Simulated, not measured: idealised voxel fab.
A process module follows: voxel capacitor over wiring.
We display cut, a cross-section 195 nm in width whose square cells are each 5 nm.
Notation: cross-section as square-cell grid; stated in bands, top first, going down; one or more cell rows per band. The entry gives the band's vertical extent as a top height and a bottom height in nm, then its horizontal make-up as materials from left to right, each with a width in nm. "blank" stands for empty space; a single material marked "throughout" fills the band edge to edge. Note: height 0 marks the level under which the wafer is uniformly one material as received. Lowest band unbounded below, written "0 -> down". Think of "30..40" as a width that walks from the first number to the second as you go down the band, top row to bottom row, taking equal-sized steps from row to row. You'll sometimes find "changes: none" written for a step, and that's the way of saying that nowhere in the cross-section did a cell change during that step. The label "Closed void catalog" introduces a list of the empty spaces, 8 cells or larger, that have no open way up to the top; each entry in it reads width x height at distance, where the distance is taken from the left edge and all three are stated in nm. after a step's settings: what the simulator itself notes on the step. Among the settings permitted on a step's line is "overlay nm"; applied to a step with a mask, it specifies the extent to which the mask lay to the right of its planned position, whereas a negative figure signifies a position to the left.

Intended process steps
| 1 | RECEIVE (material Si) |
| 2 | CONFORMAL_DEP (material SiO2; thk nm 15) |
| 3 | CONFORMAL_DEP (material SiN; thk nm 5) |
| 4 | DIRECTIONAL_DEP (material lowk; thk nm 15) |
| 5 | DIRECTIONAL_DEP (material aC; thk nm 15) |
| 6 | PATTERN (tone open; mask id METAL_1; material resist; width nm 30; pitch nm 80; thk nm 30; overlay nm 0) |
| 7 | DIRECTIONAL_ETCH (etch materials aC; depth nm 15) |
| 8 | STRIP (etch materials resist) |
| 9 | DIRECTIONAL_ETCH (etch materials lowk; depth nm 15) |
| 10 | DIRECTIONAL_ETCH (etch materials SiN; depth nm 5) |
| 11 | STRIP (etch materials aC) |
| 12 | CONFORMAL_DEP (material TiN; thk nm 5) |
| 13 | FILL_DEP (material Ru; thk nm 10) |
| 14 | CMP (height nm 35) |
| 15 | CONFORMAL_DEP (material SiCN; thk nm 5) |
| 16 | DIRECTIONAL_DEP (material SiO2; thk nm 15) |
| 17 | MASKED_ETCH (tone open; mask id PLUG_1; width nm 15; etch materials SiO2; depth nm 15; overlay nm 0) |
| 18 | MASKED_ETCH (tone open; mask id PLUG_1; width nm 15; etch materials SiCN; depth nm 5; overlay nm 0) |
| 19 | EPI (material Ru; thk nm 10) |
| 20 | EPI (material Ru; thk nm 10) |
| 21 | DIRECTIONAL_DEP (material TiN; thk nm 5) |
| 22 | DIRECTIONAL_DEP (material HfO2; thk nm 5) |
| 23 | DIRECTIONAL_DEP (material TiN; thk nm 5) |
| 24 | MASKED_ETCH (tone cover; mask id UPPER_PLATE; width nm 55; etch materials TiN; depth nm 5; overlay nm 0) |
| 25 | MASKED_ETCH (tone cover; mask id UPPER_PLATE; width nm 55; etch materials HfO2; depth nm 5; overlay nm 0) |
| 26 | MASKED_ETCH (tone cover; mask id LOWER_PLATE; width nm 65; etch materials TiN; depth nm 5; overlay nm 0) |
| 27 | FILL_DEP (material SiO2; thk nm 20) |
| 28 | CMP (height nm 85) |
| 29 | PATTERN (tone open; mask id PLUG_2; material resist; width nm 15; thk nm 15; overlay nm 0) |
| 30 | DIRECTIONAL_ETCH (etch materials SiO2; depth nm 15) |
| 31 | STRIP (etch materials resist) |
| 32 | CONFORMAL_DEP (material TiN; thk nm 5) |
| 33 | FILL_DEP (material W; thk nm 5) |
| 34 | CMP (height nm 85) |
| 35 | CONFORMAL_DEP (material SiCN; thk nm 5) |

As-received state of the wafer in cross-section, equivalent to post-step 1
- 0 -> down = Si throughout
- Closed void catalog: none

Here's the cross-section of the first of our two wafers at the end of the module - it ran as planned
- 90 -> 85 = SiCN throughout
- 85 -> 75 = SiO2=65 | TiN=5 | W=5 | TiN=5 | SiO2=115
- 75 -> 65 = SiO2=65..55 | TiN=15..55 | SiO2=115..85
- 65 -> 60 = SiO2=55 | HfO2=55 | SiO2=85
- 60 -> 55 = SiO2=50 | TiN=65 | SiO2=80
- 55 -> 40 = SiO2=55 | Ru=15 | SiO2=125
- 40 -> 35 = SiCN=55 | Ru=15 | SiCN=125
- 35 -> 20 = lowk=40 | TiN=5 | Ru=20 | TiN=5 | lowk=50 | TiN=5 | Ru=20 | TiN=5 | lowk=45
- 20 -> 15 = SiN=40 | TiN=30 | SiN=50 | TiN=30 | SiN=45
- 15 -> 0 = SiO2 throughout
- 0 -> down = Si throughout
- Closed void catalog: none

Cross-section, second wafer: same start as the first, same plan as the first, one mistake in running it; taken at the end of the module
- 90 -> 85 = SiCN throughout
- 85 -> 75 = SiO2=65 | TiN=5 | W=5 | TiN=5 | SiO2=115
- 75 -> 70 = SiO2=65 | TiN=15 | SiO2=115
- 70 -> 65 = SiO2 throughout
- 65 -> 60 = SiO2=55 | HfO2=55 | SiO2=85
- 60 -> 55 = TiN=50 | SiO2=5 | TiN=55 | SiO2=5 | TiN=80
- 55 -> 40 = SiO2=55 | Ru=15 | SiO2=125
- 40 -> 35 = SiCN=55 | Ru=15 | SiCN=125
- 35 -> 20 = lowk=40 | TiN=5 | Ru=20 | TiN=5 | lowk=50 | TiN=5 | Ru=20 | TiN=5 | lowk=45
- 20 -> 15 = SiN=40 | TiN=30 | SiN=50 | TiN=30 | SiN=45
- 15 -> 0 = SiO2 throughout
- 0 -> down = Si throughout
- Closed void catalog: none
The plan and the run diverged here: contrary to plan, step 26 was performed as MASKED_ETCH (tone open; mask id LOWER_PLATE; width nm 65; etch materials TiN; depth nm 5; overlay nm 0)
Wrapping up, a cell-based count of both wafers puts the second over or under the first for these materials: SiO2 -13 | TiN +13
